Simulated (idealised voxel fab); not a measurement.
Process module name: voxel transistor to metal
Cross-section cut: width 295 nm, square cells of 5 nm.
How to read a cross-section here: the picture is a grid of square cells, written as bands going from the top down, and any band can span one or more rows of cells. Heads up on the band format: heights come first, top then bottom, in nm. After that it's the materials left to right, each with its width in nm. A single material flagged "all across" fills the whole band edge to edge, and "air" means there's empty space there. Height datum 0, below which the as-received substrate wafer is one material. Lowest band open at the bottom, running downward: "0 -> down". So if you see something like "30->40" for the width, read it as the top row of the band sitting at the first number and the bottom row at the second, with every row in between moving by the same amount as the last. The cross-section has no changed cell in any step marked "no modifications". This entry, "Cavities, closed", enumerates those empty regions of no fewer than 8 cells that possess no open connection to the top. Each region is reported in the form width x height at distance, the distance being taken from the left edge, with all three quantities expressed in nm. Post-settings text on a step line: simulator's own remark regarding the step. Each step line may optionally specify "overlay nm", which for a step with a mask gives the rightward distance between the mask's planned place and where it lay, a negative value indicating the leftward direction.

Steps in the process plan
1,RECEIVE with material Si
2,CONFORMAL_DEP with material SiO2, thk nm 5
3,CONFORMAL_DEP with material SiN, thk nm 10
4,MASKED_ETCH with tone cover, mask id ACTIVE, width nm 115, pitch nm 145, etch materials SiN, depth nm 10, overlay nm 0
5,MASKED_ETCH with tone cover, mask id ACTIVE, width nm 115, pitch nm 145, etch materials SiO2, depth nm 5, overlay nm 0
6,MASKED_ETCH with tone cover, mask id ACTIVE, width nm 105, pitch nm 145, etch materials Si, depth nm 30, overlay nm 0
7,OXIDIZE with depth nm 5
8,FILL_DEP with material SiO2, thk nm 5
9,CMP with height nm 15
10,SELECTIVE_ETCH with etch materials SiO2, depth nm 10
11,STRIP with etch materials SiN
12,SELECTIVE_ETCH with etch materials SiO2, depth nm 5
13,OXIDIZE with depth nm 5
14,DIRECTIONAL_DEP with material polySi, thk nm 25
15,DIRECTIONAL_DEP with material SiCN, thk nm 15
16,PATTERN with tone cover, mask id GATE, material resist, width nm 35, pitch nm 145, thk nm 15, overlay nm 0
17,DIRECTIONAL_ETCH with etch materials SiCN, depth nm 25
18,DIRECTIONAL_ETCH with etch materials polySi, depth nm 35
19,STRIP with etch materials resist
20,CONFORMAL_DEP with material SiO2, thk nm 5
21,DIRECTIONAL_ETCH with etch materials SiO2, depth nm 5
22,CONFORMAL_DEP with material SiN, thk nm 5
23,DIRECTIONAL_ETCH with etch materials SiN, depth nm 5
24,DIRECTIONAL_ETCH with etch materials SiO2, depth nm 5
25,EPI with material pSi, thk nm 5
26,FILL_DEP with material SiO2, thk nm 10
27,CMP with height nm 25
28,STRIP with etch materials polySi
29,SELECTIVE_ETCH with etch materials SiO2, depth nm 5
30,CONFORMAL_DEP with material HfO2, thk nm 5
31,CONFORMAL_DEP with material TiN, thk nm 5
32,FILL_DEP with material W, thk nm 10
33,CMP with height nm 20
34,DIRECTIONAL_DEP with material SiO2, thk nm 15
35,PATTERN with tone open, mask id CONTACT, material resist, width nm 15, thk nm 15, overlay nm 0
36,DIRECTIONAL_ETCH with etch materials SiO2, depth nm 35
37,STRIP with etch materials resist
38,CONFORMAL_DEP with material TiN, thk nm 5
39,FILL_DEP with material W, thk nm 5
40,CMP with height nm 35
41,CONFORMAL_DEP with material SiN, thk nm 5
42,DIRECTIONAL_DEP with material lowk, thk nm 15
43,MASKED_ETCH with tone open, mask id METAL_1, width nm 15, etch materials lowk, depth nm 15, overlay nm 0
44,MASKED_ETCH with tone open, mask id METAL_1, width nm 15, etch materials SiN, depth nm 5, overlay nm 0
45,CONFORMAL_DEP with material TiN, thk nm 5
46,FILL_DEP with material Ru, thk nm 5
47,CMP with height nm 55
48,EPI with material Ru, thk nm 5
49,FILL_DEP with material SiCN, thk nm 5
50,DIRECTIONAL_DEP with material SiO2, thk nm 35
51,MASKED_ETCH with tone open, mask id METAL_2, width nm 15, pitch nm 145, etch materials SiO2, depth nm 20, overlay nm 0
52,PATTERN with tone open, mask id METAL_2_HOLES, material resist, width nm 15, pitch nm 145, thk nm 15, overlay nm 0
53,DIRECTIONAL_ETCH with etch materials SiO2, depth nm 15
54,DIRECTIONAL_ETCH with etch materials SiCN, depth nm 5
55,STRIP with etch materials resist
56,CONFORMAL_DEP with material TiN, thk nm 5
57,FILL_DEP with material Cu, thk nm 10
58,CMP with height nm 100
59,CONFORMAL_DEP with material SiCN, thk nm 5
The wafers are alike at the start. At step 6, their width nm differs. The plan lists the first wafer's value.

Cross-section, first of several wafers, as delivered after step 1
  0 -> down  Si all across
  Cavities, closed: none

Below, a row for every wafer. Read it as the end-of-module picture: for each material the wafer shows its cells gained (+) or lost (-) since it was received, and then its closed voids
width nm 105, +14 Cu, +34 HfO2, +32 Ru, -161 Si, +151 SiCN, +63 SiN, +731 SiO2, +156 TiN, +54 W, +141 lowk, +24 pSi, Cavities, closed: none
width nm 110, +14 Cu, +34 HfO2, +32 Ru, -161 Si, +151 SiCN, +63 SiN, +731 SiO2, +156 TiN, +54 W, +141 lowk, +24 pSi, Cavities, closed: none
width nm 115, +14 Cu, +34 HfO2, +32 Ru, -161 Si, +151 SiCN, +63 SiN, +731 SiO2, +156 TiN, +54 W, +141 lowk, +24 pSi, Cavities, closed: none
width nm 120, +14 Cu, +34 HfO2, +32 Ru, -149 Si, +151 SiCN, +63 SiN, +717 SiO2, +156 TiN, +54 W, +141 lowk, +26 pSi, Cavities, closed: none
